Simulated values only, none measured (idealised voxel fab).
voxel wiring stack: a process module
The cross-section on display is named cut; it measures 270 nm wide, and its cells are 5 nm squares.
This document writes a cross-section as a grid whose cells are square, and gives it as bands, listed from the top down; one or more rows of cells form a band. Each band's line starts with the height of the band's top and of its bottom, in nm. Then come its materials from left to right, each with its width in nm. One material with "full width" fills the band from edge to edge. "air" is empty space. Heights are reckoned from 0. Under this level, the received wafer is all of one material. The bottommost band is open-ended downward, for example "top 0, no bottom". The expression "30 to 40" gives the width at the extremes of the band, the first number at its top row of cells and the second at its bottom row, with the width changing by equal amounts from each row to the next in between. For the purposes of this document, the phrase "identical to before" attached to a step denotes that no cell within the cross-section was modified by that step. "Closed cavity list": sealed empty spaces, 8 cells or more, no open way to top, listed width x height at distance, with distance from the left edge and width, height and distance in nm. Step line, after settings: the simulator's comment on this step. The optional step-line setting "overlay nm" applies to steps with a mask and quantifies how far to the right of its planned location the mask lay, a negative value indicating leftward placement.

-- Set out below are the planned steps of the process
1 RECEIVE,material Si
2 CONFORMAL_DEP,material SiO2,thk nm 15
3 CONFORMAL_DEP,material SiN,thk nm 5
4 DIRECTIONAL_DEP,material SiO2,thk nm 15
5 PATTERN,tone open,mask id METAL_1,material resist,width nm 30,pitch nm 50,thk nm 20,overlay nm 0
6 DIRECTIONAL_ETCH,etch materials SiO2,depth nm 15
7 DIRECTIONAL_ETCH,etch materials SiN,depth nm 5
8 STRIP,etch materials resist
9 CONFORMAL_DEP,material TiN,thk nm 5
10 FILL_DEP,material Cu,thk nm 10
11 CMP,height nm 35
12 CONFORMAL_DEP,material SiCN,thk nm 5
13 DIRECTIONAL_DEP,material lowk,thk nm 25
14 MASKED_ETCH,tone open,mask id METAL_2_HOLES,width nm 15,etch materials lowk,depth nm 25,overlay nm 0
15 DIRECTIONAL_DEP,material aC,thk nm 10
16 PATTERN,tone open,mask id METAL_2,material resist,width nm 30,pitch nm 50,thk nm 25,overlay nm 0
17 DIRECTIONAL_ETCH,etch materials aC,depth nm 10
18 STRIP,etch materials resist
19 DIRECTIONAL_ETCH,etch materials lowk,depth nm 15
20 DIRECTIONAL_ETCH,etch materials SiCN,depth nm 5
21 STRIP,etch materials aC
22 CONFORMAL_DEP,material TiN,thk nm 5
23 FILL_DEP,material Ru,thk nm 5
24 CMP,height nm 65
25 CONFORMAL_DEP,material SiCN,thk nm 5
26 DIRECTIONAL_DEP,material SiO2,thk nm 10
27 MASKED_ETCH,tone open,mask id PLUG_2,width nm 15,etch materials SiO2,depth nm 10,overlay nm 0
28 MASKED_ETCH,tone open,mask id PLUG_2,width nm 15,etch materials SiCN,depth nm 5,overlay nm 0
29 CONFORMAL_DEP,material TiN,thk nm 5
30 FILL_DEP,material Ru,thk nm 5
31 CMP,height nm 80
32 CONFORMAL_DEP,material SiN,thk nm 5
33 DIRECTIONAL_DEP,material SiO2,thk nm 20
34 MASKED_ETCH,tone open,mask id METAL_3,width nm 30,pitch nm 50,etch materials SiO2,depth nm 20,overlay nm 0
35 MASKED_ETCH,tone open,mask id METAL_3,width nm 30,pitch nm 50,etch materials SiN,depth nm 5,overlay nm 0
36 CONFORMAL_DEP,material TiN,thk nm 5
37 FILL_DEP,material Ru,thk nm 5
38 CMP,height nm 105
39 CONFORMAL_DEP,material SiN,thk nm 5

-- As received (post step 1): cross-section
- top 0, no bottom = Si full width
- Closed cavity list: none

-- Same starting wafer, same plan as above, one mistake in the execution; this is the cross-section at the end of the module
- top 110, bottom 105 = SiN full width
- top 105, bottom 85 = SiO2 (95), then TiN (5), then Ru (20), then TiN (5), then SiO2 (20), then TiN (5), then Ru (20), then TiN (5), then SiO2 (95)
- top 85, bottom 80 = SiN (95), then TiN (30), then SiN (20), then TiN (30), then SiN (95)
- top 80, bottom 70 = SiO2 (95), then TiN (5), then Ru (5), then TiN (5), then SiO2 (160)
- top 70, bottom 65 = SiCN (95), then TiN (15), then SiCN (160)
- top 65, bottom 55 = lowk (95), then TiN (5), then Ru (5), then TiN (5), then lowk (160)
- top 55, bottom 50 = SiCN (95), then TiN (15), then SiCN (160)
- top 50, bottom 40 = Cu full width
- top 40, bottom 35 = TiN (100), then Cu (20), then TiN (30), then Cu (20), then TiN (100)
- top 35, bottom 20 = SiO2 (95), then TiN (5), then Cu (20), then TiN (5), then SiO2 (20), then TiN (5), then Cu (20), then TiN (5), then SiO2 (95)
- top 20, bottom 15 = SiN (95), then TiN (30), then SiN (20), then TiN (30), then SiN (95)
- top 15, bottom 0 = SiO2 full width
- top 0, no bottom = Si full width
- Closed cavity list: none
what went wrong: step 11 in the plan did not get run; it was skipped
